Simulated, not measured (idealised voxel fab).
Module name: voxel transistor to metal (process module)
Xsec cut, 160 nm wide, square cell size 5 nm.
Cross-section layout: square cells on a grid; listed as bands, top to bottom; a band spans one or more cell rows.
What a band's entry tells you: where the top is and where the bottom is, as heights in nm, and after that what lies inside, material by material from left to right, each with its width in nm. Empty space is written as the word "air", and a single material marked with the word "full width" occupies the band from edge to edge.
Heights are measured from 0, the level below which the as-received wafer is all one material; the lowest band has no bottom and continues downward, written as in "0 down".
The width entry "30..40" should be interpreted row by row: the top row of cells in the band takes the first number, the bottom row takes the second number, and the change between adjacent rows is uniform throughout.
Step note "no alterations made" = no cross-section cell changed.
The entry titled "Fully sealed cavities" provides the empty spaces that have no open way to the top, restricted to those of 8 cells or more. Each is presented as width x height at distance, the distance being measured from the left edge, with all three in nm.
Heads up: the bit after the settings on a step's line is the simulator's remark on that step.
overlay nm: mask right of planned place by this much (step with mask). Neg. = left.

**Process steps (planned)**
1: RECEIVE: material Si
2: OXIDIZE: depth nm 5
3: CONFORMAL_DEP: material SiN, thk nm 15
4: DIRECTIONAL_DEP: material aC, thk nm 10
5: PATTERN: tone cover, mask id ACTIVE, material resist, width nm 125, thk nm 25, overlay nm 0
6: DIRECTIONAL_ETCH: etch materials aC, depth nm 5
7: STRIP: etch materials resist
8: DIRECTIONAL_ETCH: etch materials SiN, depth nm 15
9: DIRECTIONAL_ETCH: etch materials SiO2, depth nm 5
10: DIRECTIONAL_ETCH: etch materials Si, depth nm 20
11: STRIP: etch materials aC
12: FILL_DEP: material SiO2, thk nm 5
13: CMP: height nm 15
14: SELECTIVE_ETCH: etch materials SiO2, depth nm 15
15: STRIP: etch materials SiN
16: SELECTIVE_ETCH: etch materials SiO2, depth nm 5
17: OXIDIZE: depth nm 5
18: DIRECTIONAL_DEP: material polySi, thk nm 25
19: DIRECTIONAL_DEP: material SiCN, thk nm 15
20: MASKED_ETCH: tone cover, mask id GATE, width nm 35, etch materials SiCN, depth nm 25, overlay nm 0
21: MASKED_ETCH: tone cover, mask id GATE, width nm 35, etch materials polySi, depth nm 35, overlay nm 0
22: CONFORMAL_DEP: material SiN, thk nm 5
23: DIRECTIONAL_ETCH: etch materials SiN, depth nm 5
24: DIRECTIONAL_ETCH: etch materials SiO2, depth nm 5
25: DIRECTIONAL_ETCH: etch materials Si, depth nm 15
26: EPI: material pSi, thk nm 20
27: FILL_DEP: material SiO2, thk nm 10
28: CMP: height nm 20
29: STRIP: etch materials polySi
30: SELECTIVE_ETCH: etch materials SiO2, depth nm 5
31: CONFORMAL_DEP: material HfO2, thk nm 5
32: CONFORMAL_DEP: material TiN, thk nm 5
33: FILL_DEP: material W, thk nm 5
34: CMP: height nm 15
35: DIRECTIONAL_DEP: material SiO2, thk nm 10
36: DIRECTIONAL_DEP: material aC, thk nm 10
37: PATTERN: tone open, mask id CONTACT, material resist, width nm 20, pitch nm 95, thk nm 25, overlay nm 0
38: DIRECTIONAL_ETCH: etch materials aC, depth nm 10
39: STRIP: etch materials resist
40: DIRECTIONAL_ETCH: etch materials SiO2, depth nm 30
41: STRIP: etch materials aC
42: CONFORMAL_DEP: material TiN, thk nm 5
43: FILL_DEP: material Ru, thk nm 5
44: CMP: height nm 25
45: DIRECTIONAL_DEP: material TiN, thk nm 5
46: DIRECTIONAL_DEP: material W, thk nm 20
47: MASKED_ETCH: tone cover, mask id METAL_1, width nm 20, pitch nm 95, etch materials W, depth nm 20, overlay nm 0
48: MASKED_ETCH: tone cover, mask id METAL_1, width nm 20, pitch nm 95, etch materials TiN, depth nm 5, overlay nm 0
49: CONFORMAL_DEP: material SiCN, thk nm 5
50: FILL_DEP: material lowk, thk nm 10
51: CMP: height nm 50
52: CONFORMAL_DEP: material SiN, thk nm 5
What sets these wafers apart? The depth nm at step 6. They all start alike, and the plan carries the first wafer's value.

**Cross-section of the first of several wafers as received (after step 1)**
  0 down: Si full width
  Fully sealed cavities: none

**Module end state after final step 52: cross-section of the first of several wafers**
  55 to 50: SiN full width
  50 to 30: 15 of lowk / 5 of SiCN / 20 of W / 5 of SiCN / 65 of lowk / 5 of SiCN / 20 of W / 5 of SiCN / 20 of lowk
  30 to 25: 20 of SiCN / 20 of TiN / 75 of SiCN / 20 of TiN / 25 of SiCN
  25 to 15: 20 of SiO2 / 5 of TiN / 10 of Ru / 5 of TiN / 75 of SiO2 / 5 of TiN / 10 of Ru / 5 of TiN / 25 of SiO2
  15 to 10: 20 of SiO2 / 5 of TiN / 5 of Ru / 10 of TiN / 15 of SiO2 / 5 of SiN / 5 of HfO2 / 5 of TiN / 15 of W / 5 of TiN / 5 of HfO2 / 5 of SiN / 15 of SiO2 / 10 of TiN / 5 of Ru / 5 of TiN / 25 of SiO2
  10 to 0: 20 of SiO2 / 5 of TiN / 5 of Ru / 5 of TiN / 20 of pSi / 5 of SiN / 5 of HfO2 / 5 of TiN / 15 of W / 5 of TiN / 5 of HfO2 / 5 of SiN / 20 of pSi / 5 of TiN / 5 of Ru / 5 of TiN / 25 of SiO2
  0 to -5: 20 of SiO2 / 15 of TiN / 20 of pSi / 5 of SiN / 5 of HfO2 / 25 of TiN / 5 of HfO2 / 5 of SiN / 20 of pSi / 15 of TiN / 25 of SiO2
  -5 to -10: 55 of pSi / 45 of HfO2 / 60 of pSi
  -10 to -25: 55 of pSi / 45 of Si / 60 of pSi
  -25 down: Si full width
  Fully sealed cavities: none

**Last wafer of the set, cross-sectioned at end of module**
  55 to 50: SiN full width
  50 to 30: 15 of lowk / 5 of SiCN / 20 of W / 5 of SiCN / 65 of lowk / 5 of SiCN / 20 of W / 5 of SiCN / 20 of lowk
  30 to 25: 20 of SiCN / 20 of TiN / 75 of SiCN / 20 of TiN / 25 of SiCN
  25 to 15: 20 of SiO2 / 5 of TiN / 10 of Ru / 5 of TiN / 75 of SiO2 / 5 of TiN / 10 of Ru / 5 of TiN / 25 of SiO2
  15 to 10: 20 of SiO2 / 5 of TiN / 5 of Ru / 10 of TiN / 15 of SiO2 / 5 of SiN / 5 of HfO2 / 5 of TiN / 15 of W / 5 of TiN / 5 of HfO2 / 5 of SiN / 15 of SiO2 / 10 of TiN / 5 of Ru / 5 of TiN / 25 of SiO2
  10 to 0: 20 of SiO2 / 5 of TiN / 5 of Ru / 5 of TiN / 20 of pSi / 5 of SiN / 5 of HfO2 / 5 of TiN / 15 of W / 5 of TiN / 5 of HfO2 / 5 of SiN / 20 of pSi / 5 of TiN / 5 of Ru / 5 of TiN / 25 of SiO2
  0 to -5: 20 of SiO2 / 15 of TiN / 20 of pSi / 5 of SiN / 5 of HfO2 / 25 of TiN / 5 of HfO2 / 5 of SiN / 20 of pSi / 15 of TiN / 25 of SiO2
  -5 to -10: 10 of SiO2 / 45 of pSi / 45 of HfO2 / 45 of pSi / 15 of SiO2
  -10 to -25: 15 of SiO2 / 40 of pSi / 45 of Si / 40 of pSi / 20 of SiO2
  -25 down: Si full width
  Fully sealed cavities: none

**Rows = wafers. At module end, each row lists per material the cells gained (+) or lost (-) since the wafer was received, then the closed voids**
depth nm 5 | +17 HfO2 | +14 Ru | -133 Si | +40 SiCN | +40 SiN | +90 SiO2 | +47 TiN | +41 W | +80 lowk | +116 pSi | Fully sealed cavities: none
depth nm 10 | +17 HfO2 | +14 Ru | -133 Si | +40 SiCN | +40 SiN | +116 SiO2 | +47 TiN | +41 W | +80 lowk | +90 pSi | Fully sealed cavities: none
depth nm 15 | +17 HfO2 | +14 Ru | -133 Si | +40 SiCN | +40 SiN | +116 SiO2 | +47 TiN | +41 W | +80 lowk | +90 pSi | Fully sealed cavities: none
depth nm 20 | +17 HfO2 | +14 Ru | -133 Si | +40 SiCN | +40 SiN | +116 SiO2 | +47 TiN | +41 W | +80 lowk | +90 pSi | Fully sealed cavities: none
depth nm 25 | +17 HfO2 | +14 Ru | -133 Si | +40 SiCN | +40 SiN | +116 SiO2 | +47 TiN | +41 W | +80 lowk | +90 pSi | Fully sealed cavities: none
